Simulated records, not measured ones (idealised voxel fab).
The document below concerns the process module designated voxel capacitor over wiring.
In the cross-section labelled cut, the width is 170 nm and each square cell is 5 nm.
Cross-section layout: square cells on a grid; listed as bands, top to bottom; a band spans one or more cell rows. Basically the band line says how high the top is and how high the bottom is, in nm, and then what's in it from left to right, every material with its width in nm. Empty space shows up as "blank", and if a single material carries "everywhere" it runs the full band edge to edge. Heights are reckoned from 0. Under this level, the received wafer is all of one material. The bottommost band is open-ended downward, for example "0 and below". When a width is written as two numbers, as in "30..40", the first number is the width in the top row of cells of the band and the second is the width in its bottom row, and the width changes by the same amount from each row to the next. Key: "changes: none" - step with no changed cell in the cross-section. "Enclosed void entries" contains a list of empty spaces, each no smaller than 8 cells and without an open way to the top, written in the form width x height at distance with the distance from the left edge and all three in nm. That trailing text on a step's line, after the settings, is the simulator's own remark on the step. overlay nm: how far to the right of its planned place the mask lay on this masked step (negative: to the left).
The planned process steps are enumerated hereunder:
1,RECEIVE,material Si
2,CONFORMAL_DEP,material SiO2,thk nm 10
3,CONFORMAL_DEP,material SiN,thk nm 5
4,DIRECTIONAL_DEP,material SiO2,thk nm 15
5,PATTERN,tone open,mask id METAL_1,material resist,width nm 30,pitch nm 95,thk nm 15,overlay nm 0
6,DIRECTIONAL_ETCH,etch materials SiO2,depth nm 15
7,DIRECTIONAL_ETCH,etch materials SiN,depth nm 5
8,STRIP,etch materials resist
9,CONFORMAL_DEP,material TiN,thk nm 5
10,FILL_DEP,material Cu,thk nm 5
11,CMP,height nm 30
12,CONFORMAL_DEP,material SiCN,thk nm 5
13,DIRECTIONAL_DEP,material SiO2,thk nm 10
14,DIRECTIONAL_DEP,material aC,thk nm 10
15,PATTERN,tone open,mask id PLUG_1,material resist,width nm 15,thk nm 25,overlay nm 0
16,DIRECTIONAL_ETCH,etch materials aC,depth nm 10
17,STRIP,etch materials resist
18,DIRECTIONAL_ETCH,etch materials SiO2,depth nm 10
19,DIRECTIONAL_ETCH,etch materials SiCN,depth nm 5
20,STRIP,etch materials aC
21,CONFORMAL_DEP,material TiN,thk nm 5
22,FILL_DEP,material Ru,thk nm 5
23,CMP,height nm 45
24,DIRECTIONAL_DEP,material TiN,thk nm 10
25,DIRECTIONAL_DEP,material HfO2,thk nm 5
26,DIRECTIONAL_DEP,material TiN,thk nm 10
27,MASKED_ETCH,tone cover,mask id UPPER_PLATE,width nm 70,etch materials TiN,depth nm 10,overlay nm 0
28,MASKED_ETCH,tone cover,mask id UPPER_PLATE,width nm 70,etch materials HfO2,depth nm 5,overlay nm 0
29,DIRECTIONAL_DEP,material aC,thk nm 15
30,PATTERN,tone cover,mask id LOWER_PLATE,material resist,width nm 80,thk nm 30,overlay nm 0
31,DIRECTIONAL_ETCH,etch materials aC,depth nm 15
32,STRIP,etch materials resist
33,DIRECTIONAL_ETCH,etch materials TiN,depth nm 10
34,STRIP,etch materials aC
35,FILL_DEP,material SiO2,thk nm 15
36,CMP,height nm 80
37,PATTERN,tone open,mask id PLUG_2,material resist,width nm 15,thk nm 15,overlay nm 0
38,DIRECTIONAL_ETCH,etch materials SiO2,depth nm 10
39,STRIP,etch materials resist
40,CONFORMAL_DEP,material TiN,thk nm 5
41,FILL_DEP,material Ru,thk nm 10
42,CMP,height nm 80
43,CONFORMAL_DEP,material SiCN,thk nm 5
First wafer of two (run as planned):
Shown in cross-section is the wafer as received, that is, as it stands after step 1:
  0 and below  Si everywhere
  Enclosed void entries: none
Cross-section of the wafer subsequent to step 2:
  10 down to 0  SiO2 everywhere
  Anything lower than 0 is untouched.
Cross-section of the wafer subsequent to step 3:
  15 down to 10  SiN everywhere
  Anything lower than 10 is untouched.
Cross-section of the wafer subsequent to step 4:
  30 down to 15  SiO2 everywhere
  Anything lower than 15 is untouched.
Cross-section of the wafer subsequent to step 5:
  45 down to 30  resist: 20, blank: 30, resist: 65, blank: 30, resist: 25
  Anything lower than 30 is untouched.
Cross-section of the wafer subsequent to step 6:
  45 down to 30  resist: 20, blank: 30, resist: 65, blank: 30, resist: 25
  30 down to 15  SiO2: 20, blank: 30, SiO2: 65, blank: 30, SiO2: 25
  Anything lower than 15 is untouched.
Cross-section of the wafer subsequent to step 7:
  45 down to 30  resist: 20, blank: 30, resist: 65, blank: 30, resist: 25
  30 down to 15  SiO2: 20, blank: 30, SiO2: 65, blank: 30, SiO2: 25
  15 down to 10  SiN: 20, blank: 30, SiN: 65, blank: 30, SiN: 25
  Anything lower than 10 is untouched.
Cross-section of the wafer subsequent to step 8:
  30 down to 15  SiO2: 20, blank: 30, SiO2: 65, blank: 30, SiO2: 25
  Anything lower than 15 is untouched.
Cross-section of the wafer subsequent to step 9:
  35 down to 30  TiN: 25, blank: 20, TiN: 75, blank: 20, TiN: 30
  30 down to 15  SiO2: 20, TiN: 5, blank: 20, TiN: 5, SiO2: 65, TiN: 5, blank: 20, TiN: 5, SiO2: 25
  15 down to 10  SiN: 20, TiN: 30, SiN: 65, TiN: 30, SiN: 25
  Anything lower than 10 is untouched.
Cross-section of the wafer subsequent to step 10:
  40 down to 35  Cu everywhere
  35 down to 30  TiN: 25, Cu: 20, TiN: 75, Cu: 20, TiN: 30
  30 down to 15  SiO2: 20, TiN: 5, Cu: 20, TiN: 5, SiO2: 65, TiN: 5, Cu: 20, TiN: 5, SiO2: 25
  Anything lower than 15 is untouched.
Cross-section of the wafer subsequent to step 11:
  30 down to 15  SiO2: 20, TiN: 5, Cu: 20, TiN: 5, SiO2: 65, TiN: 5, Cu: 20, TiN: 5, SiO2: 25
  Anything lower than 15 is untouched.
Cross-section of the wafer subsequent to step 12:
  35 down to 30  SiCN everywhere
  Anything lower than 30 is untouched.
Cross-section of the wafer subsequent to step 13:
  45 down to 35  SiO2 everywhere
  Anything lower than 35 is untouched.
Cross-section of the wafer subsequent to step 14:
  55 down to 45  aC everywhere
  Anything lower than 45 is untouched.
Cross-section of the wafer subsequent to step 15:
  80 down to 55  resist: 35, blank: 15, resist: 120
  Anything lower than 55 is untouched.
Cross-section of the wafer subsequent to step 16:
  70 down to 55  resist: 35, blank: 15, resist: 120
  55 down to 45  aC: 35, blank: 15, aC: 120
  Anything lower than 45 is untouched.
Cross-section of the wafer subsequent to step 17:
  55 down to 45  aC: 35, blank: 15, aC: 120
  Anything lower than 45 is untouched.
Cross-section of the wafer subsequent to step 18:
  55 down to 45  aC: 35, blank: 15, aC: 120
  45 down to 35  SiO2: 35, blank: 15, SiO2: 120
  Anything lower than 35 is untouched.
Cross-section of the wafer subsequent to step 19:
  55 down to 45  aC: 35, blank: 15, aC: 120
  45 down to 35  SiO2: 35, blank: 15, SiO2: 120
  35 down to 30  SiCN: 35, blank: 15, SiCN: 120
  Anything lower than 30 is untouched.
Cross-section of the wafer subsequent to step 20:
  45 down to 35  SiO2: 35, blank: 15, SiO2: 120
  Anything lower than 35 is untouched.
Cross-section of the wafer subsequent to step 21:
  50 down to 45  TiN: 40, blank: 5, TiN: 125
  45 down to 35  SiO2: 35, TiN: 5, blank: 5, TiN: 5, SiO2: 120
  35 down to 30  SiCN: 35, TiN: 15, SiCN: 120
  Anything lower than 30 is untouched.
Cross-section of the wafer subsequent to step 22:
  55 down to 50  Ru everywhere
  50 down to 45  TiN: 40, Ru: 5, TiN: 125
  45 down to 35  SiO2: 35, TiN: 5, Ru: 5, TiN: 5, SiO2: 120
  Anything lower than 35 is untouched.
Cross-section of the wafer subsequent to step 23:
  45 down to 35  SiO2: 35, TiN: 5, Ru: 5, TiN: 5, SiO2: 120
  Anything lower than 35 is untouched.
Cross-section of the wafer subsequent to step 24:
  55 down to 45  TiN everywhere
  Anything lower than 45 is untouched.
Cross-section of the wafer subsequent to step 25:
  60 down to 55  HfO2 everywhere
  Anything lower than 55 is untouched.
Cross-section of the wafer subsequent to step 26:
  70 down to 60  TiN everywhere
  Anything lower than 60 is untouched.
Cross-section of the wafer subsequent to step 27:
  70 down to 60  blank: 35, TiN: 70, blank: 65
  Anything lower than 60 is untouched.
Cross-section of the wafer subsequent to step 28:
  70 down to 60  blank: 35, TiN: 70, blank: 65
  60 down to 55  blank: 35, HfO2: 70, blank: 65
  Anything lower than 55 is untouched.
Cross-section of the wafer subsequent to step 29:
  85 down to 70  blank: 35, aC: 70, blank: 65
  70 down to 60  aC: 35, TiN: 70, aC: 65
  60 down to 55  aC: 35, HfO2: 70, aC: 65
  Anything lower than 55 is untouched.
Cross-section of the wafer subsequent to step 30:
  115 down to 85  blank: 30, resist: 80, blank: 60
  85 down to 70  blank: 30, resist: 5, aC: 70, resist: 5, blank: 60
  Anything lower than 70 is untouched.
Cross-section of the wafer subsequent to step 31:
  100 down to 85  blank: 30, resist: 80, blank: 60
  85 down to 70  blank: 30, resist: 5, aC: 70, resist: 5, blank: 60
  70 down to 60  blank: 30, aC: 5, TiN: 70, aC: 5, blank: 60
  60 down to 55  blank: 30, aC: 5, HfO2: 70, aC: 5, blank: 60
  Anything lower than 55 is untouched.
Cross-section of the wafer subsequent to step 32:
  85 down to 70  blank: 35, aC: 70, blank: 65
  Anything lower than 70 is untouched.
Cross-section of the wafer subsequent to step 33:
  85 down to 70  blank: 35, aC: 70, blank: 65
  70 down to 60  blank: 30, aC: 5, TiN: 70, aC: 5, blank: 60
  60 down to 55  blank: 30, aC: 5, HfO2: 70, aC: 5, blank: 60
  55 down to 45  blank: 30, TiN: 80, blank: 60
  Anything lower than 45 is untouched.
Cross-section of the wafer subsequent to step 34:
  70 down to 60  blank: 35, TiN: 70, blank: 65
  60 down to 55  blank: 35, HfO2: 70, blank: 65
  Anything lower than 55 is untouched.
Cross-section of the wafer subsequent to step 35:
  85 down to 70  SiO2 everywhere
  70 down to 60  SiO2: 35, TiN: 70, SiO2: 65
  60 down to 55  SiO2: 35, HfO2: 70, SiO2: 65
  55 down to 45  SiO2: 30, TiN: 80, SiO2: 60
  Anything lower than 45 is untouched.
Cross-section of the wafer subsequent to step 36:
  80 down to 70  SiO2 everywhere
  Anything lower than 70 is untouched.
Cross-section of the wafer subsequent to step 37:
  95 down to 80  resist: 45, blank: 15, resist: 110
  Anything lower than 80 is untouched.
Cross-section of the wafer subsequent to step 38:
  95 down to 80  resist: 45, blank: 15, resist: 110
  80 down to 70  SiO2: 45, blank: 15, SiO2: 110
  Anything lower than 70 is untouched.
Cross-section of the wafer subsequent to step 39:
  80 down to 70  SiO2: 45, blank: 15, SiO2: 110
  Anything lower than 70 is untouched.
Cross-section of the wafer subsequent to step 40:
  85 down to 80  TiN: 50, blank: 5, TiN: 115
  80 down to 75  SiO2: 45, TiN: 5, blank: 5, TiN: 5, SiO2: 110
  75 down to 70  SiO2: 45, TiN: 15, SiO2: 110
  Anything lower than 70 is untouched.
Cross-section of the wafer subsequent to step 41:
  95 down to 85  Ru everywhere
  85 down to 80  TiN: 50, Ru: 5, TiN: 115
  80 down to 75  SiO2: 45, TiN: 5, Ru: 5, TiN: 5, SiO2: 110
  Anything lower than 75 is untouched.
Cross-section of the wafer subsequent to step 42:
  80 down to 75  SiO2: 45, TiN: 5, Ru: 5, TiN: 5, SiO2: 110
  Anything lower than 75 is untouched.
Cross-section of the wafer subsequent to step 43:
  85 down to 80  SiCN everywhere
  Anything lower than 80 is untouched.
Regarding the second of the two wafers: it shared the first wafer's starting condition and process plan, yet one error occurred during its execution. Its history coincides with that of the first wafer up to and including step 29:
Cross-section, second wafer, at the end time the plan gives for step 30:
  115 down to 85  blank: 30, resist: 85, blank: 55
  85 down to 70  blank: 30, resist: 5, aC: 70, resist: 10, blank: 55
  Anything lower than 70 is untouched.
Cross-section, second wafer, at the end time the plan gives for step 31:
  100 down to 85  blank: 30, resist: 85, blank: 55
  85 down to 70  blank: 30, resist: 5, aC: 70, resist: 10, blank: 55
  70 down to 60  blank: 30, aC: 5, TiN: 70, aC: 10, blank: 55
  60 down to 55  blank: 30, aC: 5, HfO2: 70, aC: 10, blank: 55
  Anything lower than 55 is untouched.
Cross-section, second wafer, at the end time the plan gives for step 32:
  85 down to 70  blank: 35, aC: 70, blank: 65
  Anything lower than 70 is untouched.
Cross-section, second wafer, at the end time the plan gives for step 33:
  85 down to 70  blank: 35, aC: 70, blank: 65
  70 down to 60  blank: 30, aC: 5, TiN: 70, aC: 10, blank: 55
  60 down to 55  blank: 30, aC: 5, HfO2: 70, aC: 10, blank: 55
  55 down to 45  blank: 30, TiN: 85, blank: 55
  Anything lower than 45 is untouched.
Cross-section, second wafer, at the end time the plan gives for step 34:
  70 down to 60  blank: 35, TiN: 70, blank: 65
  60 down to 55  blank: 35, HfO2: 70, blank: 65
  Anything lower than 55 is untouched.
Cross-section, second wafer, at the end time the plan gives for step 35:
  85 down to 70  SiO2 everywhere
  70 down to 60  SiO2: 35, TiN: 70, SiO2: 65
  60 down to 55  SiO2: 35, HfO2: 70, SiO2: 65
  55 down to 45  SiO2: 30, TiN: 85, SiO2: 55
  Anything lower than 45 is untouched.
Cross-section, second wafer, at the end time the plan gives for step 36:
  80 down to 70  SiO2 everywhere
  Anything lower than 70 is untouched.
Cross-section, second wafer, at the end time the plan gives for step 37:
  95 down to 80  resist: 45, blank: 15, resist: 110
  Anything lower than 80 is untouched.
Cross-section, second wafer, at the end time the plan gives for step 38:
  95 down to 80  resist: 45, blank: 15, resist: 110
  80 down to 70  SiO2: 45, blank: 15, SiO2: 110
  Anything lower than 70 is untouched.
Cross-section, second wafer, at the end time the plan gives for step 39:
  80 down to 70  SiO2: 45, blank: 15, SiO2: 110
  Anything lower than 70 is untouched.
Cross-section, second wafer, at the end time the plan gives for step 40:
  85 down to 80  TiN: 50, blank: 5, TiN: 115
  80 down to 75  SiO2: 45, TiN: 5, blank: 5, TiN: 5, SiO2: 110
  75 down to 70  SiO2: 45, TiN: 15, SiO2: 110
  Anything lower than 70 is untouched.
Cross-section, second wafer, at the end time the plan gives for step 41:
  95 down to 85  Ru everywhere
  85 down to 80  TiN: 50, Ru: 5, TiN: 115
  80 down to 75  SiO2: 45, TiN: 5, Ru: 5, TiN: 5, SiO2: 110
  Anything lower than 75 is untouched.
Cross-section, second wafer, at the end time the plan gives for step 42:
  80 down to 75  SiO2: 45, TiN: 5, Ru: 5, TiN: 5, SiO2: 110
  Anything lower than 75 is untouched.
Cross-section, second wafer, at the end time the plan gives for step 43:
  85 down to 80  SiCN everywhere
  Anything lower than 80 is untouched.
It is concluded that the wafer was processed incorrectly with respect to the plan, in that step 30 deviated from plan and actually ran as PATTERN,tone cover,mask id LOWER_PLATE,material resist,width nm 85,thk nm 30,overlay nm 0
End of process, cell counts, second wafer against first, materials with more or fewer: -2 SiO2 | +2 TiN
